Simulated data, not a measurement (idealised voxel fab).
The name of this process module is voxel self aligned vias.
cross-section cut | 180 nm wide | cells 5 nm
This document writes a cross-section as a grid whose cells are square, and gives it as bands, listed from the top down; one or more rows of cells form a band.
Each band's line starts with the height of the band's top and of its bottom, in nm. Then come its materials from left to right, each with its width in nm. One material with "edge to edge" fills the band from edge to edge. "blank" is empty space.
The reference from which all heights are counted is 0, the level beneath which the as-received wafer is entirely one material; the lowest band, having no lower bound, proceeds downward and is written after the example "0 nm and below".
Width: "30 to 40" (first number = top row, second number = bottom row, same change from row to row of cells).
The designation "same as before", where it is given for a processing step, indicates that no cell of the cross-section was altered in the course of that step.
If an empty space has no open way to the top and is at least 8 cells in size, "Fully closed voids" lists it, written width x height at distance, where distance is measured from the left edge and every value is in nm.
after a step's settings: what the simulator itself notes on the step
overlay nm: how far to the right of its planned place the mask lay on this masked step (negative: to the left).

Process steps (planned)
1,RECEIVE, material Si
2,CONFORMAL_DEP, material SiO2, thk nm 10
3,CONFORMAL_DEP, material SiCN, thk nm 5
4,DIRECTIONAL_DEP, material SiO2, thk nm 20
5,MASKED_ETCH, tone open, mask id LINES, width nm 25, pitch nm 70, etch materials SiO2, depth nm 20, overlay nm 0
6,CONFORMAL_DEP, material TiN, thk nm 5
7,FILL_DEP, material W, thk nm 10
8,CMP, height nm 35
9,SELECTIVE_ETCH, etch materials W Ru TiN, depth nm 5
10,FILL_DEP, material SiN, thk nm 10
11,CMP, height nm 35
12,DIRECTIONAL_DEP, material SiO2, thk nm 20
13,PATTERN, tone open, mask id VIAS, material resist, width nm 45, pitch nm 70, thk nm 15, overlay nm 0
14,DIRECTIONAL_ETCH, etch materials SiO2, depth nm 20
15,DIRECTIONAL_ETCH, etch materials SiN, depth nm 5
16,STRIP, etch materials resist
17,CONFORMAL_DEP, material TiN, thk nm 5
18,FILL_DEP, material Cu, thk nm 10
19,CMP, height nm 55
20,CONFORMAL_DEP, material SiN, thk nm 5

Wafer at receipt (post step 1), cross-section
    0 nm and below: Si edge to edge
    Fully closed voids: none

Module complete - cross-section of the first of two wafers, run according to plan
    60 nm to 55 nm: SiN edge to edge
    55 nm to 40 nm: 30 nm SiO2; 5 nm TiN; 35 nm Cu; 5 nm TiN; 25 nm SiO2; 5 nm TiN; 35 nm Cu; 5 nm TiN; 35 nm SiO2
    40 nm to 35 nm: 30 nm SiO2; 15 nm TiN; 15 nm Cu; 15 nm TiN; 25 nm SiO2; 15 nm TiN; 15 nm Cu; 15 nm TiN; 35 nm SiO2
    35 nm to 30 nm: 40 nm SiO2; 25 nm TiN; 45 nm SiO2; 25 nm TiN; 45 nm SiO2
    30 nm to 20 nm: 40 nm SiO2; 5 nm TiN; 15 nm W; 5 nm TiN; 45 nm SiO2; 5 nm TiN; 15 nm W; 5 nm TiN; 45 nm SiO2
    20 nm to 15 nm: 40 nm SiO2; 25 nm TiN; 45 nm SiO2; 25 nm TiN; 45 nm SiO2
    15 nm to 10 nm: SiCN edge to edge
    10 nm to 0 nm: SiO2 edge to edge
    0 nm and below: Si edge to edge
    Fully closed voids: none

End of module, second wafer, cross-section. Started like the first, planned like the first, run with one mistake
    70 nm to 55 nm: SiN edge to edge
    55 nm to 40 nm: 30 nm SiO2; 5 nm TiN; 35 nm Cu; 5 nm TiN; 25 nm SiO2; 5 nm TiN; 35 nm Cu; 5 nm TiN; 35 nm SiO2
    40 nm to 35 nm: 30 nm SiO2; 15 nm TiN; 15 nm Cu; 15 nm TiN; 25 nm SiO2; 15 nm TiN; 15 nm Cu; 15 nm TiN; 35 nm SiO2
    35 nm to 30 nm: 40 nm SiO2; 25 nm TiN; 45 nm SiO2; 25 nm TiN; 45 nm SiO2
    30 nm to 20 nm: 40 nm SiO2; 5 nm TiN; 15 nm W; 5 nm TiN; 45 nm SiO2; 5 nm TiN; 15 nm W; 5 nm TiN; 45 nm SiO2
    20 nm to 15 nm: 40 nm SiO2; 25 nm TiN; 45 nm SiO2; 25 nm TiN; 45 nm SiO2
    15 nm to 10 nm: SiCN edge to edge
    10 nm to 0 nm: SiO2 edge to edge
    0 nm and below: Si edge to edge
    Fully closed voids: none
Nonconformance to the process plan: step 20 ran as: CONFORMAL_DEP, material SiN, thk nm 15
End check, counted in cells, second wafer has more or fewer of these materials than the first: SiN: 72 more
